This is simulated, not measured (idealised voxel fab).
The document below concerns the process module designated voxel double patterning.
FYI the section here is cut, 165 nm wide, cells are 5 nm squares.
Think of the cross-section as a grid of square cells. We describe it in bands, top to bottom, and each band covers one or more rows of those cells. Per band: top height and bottom height in nm, followed by the left-to-right materials and their widths in nm; "throughout" marks a single material spanning edge to edge, "empty" marks empty space. Convention: height 0 is the level below which the wafer, as received, is all one material. The lowest band does not terminate at the bottom but continues downward, represented as "0 nm and below". Width "30 to 40": first value at the band's top row of cells, second value at its bottom row, equal change from row to row. "identical to before" after a step means that no cell of the cross-section changed. "Closed void roster" specifies each empty space that is not open to the top and that occupies no fewer than 8 cells, using the form width x height at distance, the distance measured from the left edge and all three quantities in nm. Whatever follows a step's settings on its line is a remark the simulator itself makes about that step. The line of a step may include "overlay nm". On a step with a mask, this value is how far to the right of its planned place the mask lay. A negative value means the mask lay to the left.
# Steps in the process plan
1: RECEIVE with material Si
2: CONFORMAL_DEP with material SiO2, thk nm 10
3: DIRECTIONAL_DEP with material TiN, thk nm 20
4: DIRECTIONAL_DEP with material SiCN, thk nm 5
5: DIRECTIONAL_DEP with material aC, thk nm 15
6: PATTERN with tone open, mask id FIRST, material resist, width nm 15, pitch nm 50, thk nm 35, overlay nm 0
7: DIRECTIONAL_ETCH with etch materials aC, depth nm 15
8: STRIP with etch materials resist
9: DIRECTIONAL_ETCH with etch materials SiCN, depth nm 5
10: STRIP with etch materials aC
11: PATTERN with tone open, mask id SECOND, material resist, width nm 15, pitch nm 50, thk nm 20, overlay nm 0
12: DIRECTIONAL_ETCH with etch materials SiCN, depth nm 5
13: STRIP with etch materials resist
14: DIRECTIONAL_ETCH with etch materials TiN, depth nm 20
15: STRIP with etch materials SiCN
# Step 1 complete: cross-section of the wafer as received
	0 nm and below | Si throughout
	Closed void roster: none
# Post-module cross-section of the first of two wafers (run per plan)
	30 nm to 10 nm | TiN (25), empty (15), TiN (10), empty (15), TiN (10), empty (15), TiN (10), empty (15), TiN (10), empty (15), TiN (25)
	10 nm to 0 nm | SiO2 throughout
	0 nm and below | Si throughout
	Closed void roster: none
# Cross-section at end of module for the second wafer of two, which matched the first in starting point and plan and differed by one mistake in its processing
	50 nm to 35 nm | SiO2 throughout
	35 nm to 30 nm | SiCN throughout
	30 nm to 10 nm | TiN throughout
	10 nm to 0 nm | SiO2 throughout
	0 nm and below | Si throughout
	Closed void roster: none
What was the processing mistake? step 5 ran differently from the plan; actual operation with settings: DIRECTIONAL_DEP with material SiO2, thk nm 15
Upon completion, the second wafer contains, in terms of cells, a greater or smaller amount of certain materials than the first wafer: SiCN: 33 more; SiO2: 99 more; TiN: 60 more
